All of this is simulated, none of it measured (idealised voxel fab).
The process module presented herein is designated voxel capacitor over wiring.
Cross-sectional view cut (width: 205 nm; square cell size: 5 nm).
Just so we're on the same page, the cross-sections are grids of square cells, and they're listed out in bands top to bottom, each band one or more rows deep.
Read a band's entry like this: the first values are the height of its top and the height of its bottom in nm, and what follows is the sequence of materials from left to right, each with its width in nm. Note that "air" is empty space, and that a single material marked "everywhere" reaches across the band from edge to edge.
Height is counted from the level 0, under which the received wafer is composed throughout of one material. The lowest of the bands is not closed at the bottom but continues downward, in the notation "0 -> down".
Width: "30 to 40" (first number = top row, second number = bottom row, same change from row to row of cells).
Basically "no alteration" means that step didn't change any cell in the cross-section.
The entry titled "Enclosed cavities" provides the empty spaces that have no open way to the top, restricted to those of 8 cells or more. Each is presented as width x height at distance, the distance being measured from the left edge, with all three in nm.
That trailing text on a step's line, after the settings, is the simulator's own remark on the step.
overlay nm: mask right of planned place by this much (step with mask). Neg. = left.
The following list gives the planned process steps
step 1: op RECEIVE | material Si
step 2: op CONFORMAL_DEP | material SiO2 | thk nm 10
step 3: op DIRECTIONAL_DEP | material TiN | thk nm 5
step 4: op DIRECTIONAL_DEP | material Ru | thk nm 20
step 5: op DIRECTIONAL_DEP | material aC | thk nm 10
step 6: op PATTERN | tone cover | mask id METAL_1 | material resist | width nm 30 | pitch nm 90 | thk nm 30 | overlay nm 0
step 7: op DIRECTIONAL_ETCH | etch materials aC | depth nm 10
step 8: op STRIP | etch materials resist
step 9: op DIRECTIONAL_ETCH | etch materials Ru | depth nm 20
step 10: op DIRECTIONAL_ETCH | etch materials TiN | depth nm 5
step 11: op STRIP | etch materials aC
step 12: op FILL_DEP | material lowk | thk nm 10
step 13: op CMP | height nm 35
step 14: op CONFORMAL_DEP | material SiCN | thk nm 5
step 15: op DIRECTIONAL_DEP | material lowk | thk nm 15
step 16: op DIRECTIONAL_DEP | material aC | thk nm 10
step 17: op PATTERN | tone open | mask id PLUG_1 | material resist | width nm 15 | thk nm 30 | overlay nm 0
step 18: op DIRECTIONAL_ETCH | etch materials aC | depth nm 10
step 19: op STRIP | etch materials resist
step 20: op DIRECTIONAL_ETCH | etch materials lowk | depth nm 15
step 21: op DIRECTIONAL_ETCH | etch materials SiCN | depth nm 5
step 22: op STRIP | etch materials aC
step 23: op EPI | material Ru | thk nm 10
step 24: op EPI | material Ru | thk nm 10
step 25: op DIRECTIONAL_DEP | material TiN | thk nm 10
step 26: op DIRECTIONAL_DEP | material HfO2 | thk nm 5
step 27: op DIRECTIONAL_DEP | material TiN | thk nm 5
step 28: op DIRECTIONAL_DEP | material aC | thk nm 10
step 29: op PATTERN | tone cover | mask id UPPER_PLATE | material resist | width nm 65 | thk nm 30 | overlay nm 0
step 30: op DIRECTIONAL_ETCH | etch materials aC | depth nm 10
step 31: op STRIP | etch materials resist
step 32: op DIRECTIONAL_ETCH | etch materials TiN | depth nm 5
step 33: op DIRECTIONAL_ETCH | etch materials HfO2 | depth nm 5
step 34: op STRIP | etch materials aC
step 35: op PATTERN | tone cover | mask id LOWER_PLATE | material resist | width nm 75 | thk nm 20 | overlay nm 0
step 36: op DIRECTIONAL_ETCH | etch materials TiN | depth nm 10
step 37: op STRIP | etch materials resist
step 38: op FILL_DEP | material SiO2 | thk nm 15
step 39: op CMP | height nm 85
step 40: op PATTERN | tone open | mask id PLUG_2 | material resist | width nm 15 | thk nm 15 | overlay nm 0
step 41: op DIRECTIONAL_ETCH | etch materials SiO2 | depth nm 10
step 42: op STRIP | etch materials resist
step 43: op CONFORMAL_DEP | material TiN | thk nm 5
step 44: op FILL_DEP | material Cu | thk nm 10
step 45: op CMP | height nm 85
step 46: op CONFORMAL_DEP | material SiCN | thk nm 5
Cross-section of the wafer at receipt, which is the condition after step 1
  0 -> down | Si everywhere
  Enclosed cavities: none
Wafer cross-section at module end: first of two, run to plan
  90 -> 85 | SiCN everywhere
  85 -> 80 | 65 of SiO2 | 5 of TiN | 5 of Cu | 5 of TiN | 125 of SiO2
  80 -> 70 | 65 to 55 of SiO2 | 15 to 65 of TiN | 125 to 85 of SiO2
  70 -> 65 | 55 of SiO2 | 65 of HfO2 | 85 of SiO2
  65 -> 55 | 50 of SiO2 | 75 of TiN | 80 of SiO2
  55 -> 40 | 55 of lowk | 15 of Ru | 135 of lowk
  40 -> 35 | 55 of SiCN | 15 of Ru | 135 of SiCN
  35 -> 15 | 40 of lowk | 30 of Ru | 60 of lowk | 30 of Ru | 45 of lowk
  15 -> 10 | 40 of lowk | 30 of TiN | 60 of lowk | 30 of TiN | 45 of lowk
  10 -> 0 | SiO2 everywhere
  0 -> down | Si everywhere
  Enclosed cavities: none
Wafer two, end of module, cross-section. Same start, same plan as wafer one. One mistake in the run
  90 -> 85 | SiCN everywhere
  85 -> 80 | 65 of SiO2 | 5 of TiN | 50 of HfO2 | 85 of SiO2
  80 -> 75 | 50 of SiO2 | 5 of TiN | 10 of SiO2 | 60 of TiN | 80 of SiO2
  75 -> 70 | 50 of SiO2 | 75 of TiN | 80 of SiO2
  70 -> 65 | 55 of lowk | 15 of HfO2 | 135 of lowk
  65 -> 55 | 55 of lowk | 15 of TiN | 135 of lowk
  55 -> 40 | lowk everywhere
  40 -> 35 | SiCN everywhere
  35 -> 15 | 40 of lowk | 30 of Ru | 60 of lowk | 30 of Ru | 45 of lowk
  15 -> 10 | 40 of lowk | 30 of TiN | 60 of lowk | 30 of TiN | 45 of lowk
  10 -> 0 | SiO2 everywhere
  0 -> down | Si everywhere
  Enclosed cavities: none
Want to know what went wrong? the plan had its step 15 run twice
Count the cells at the end and the second wafer has more or fewer of some materials than the first: -1 Cu; -12 Ru; +3 SiCN; -100 SiO2; -13 TiN; +123 lowk
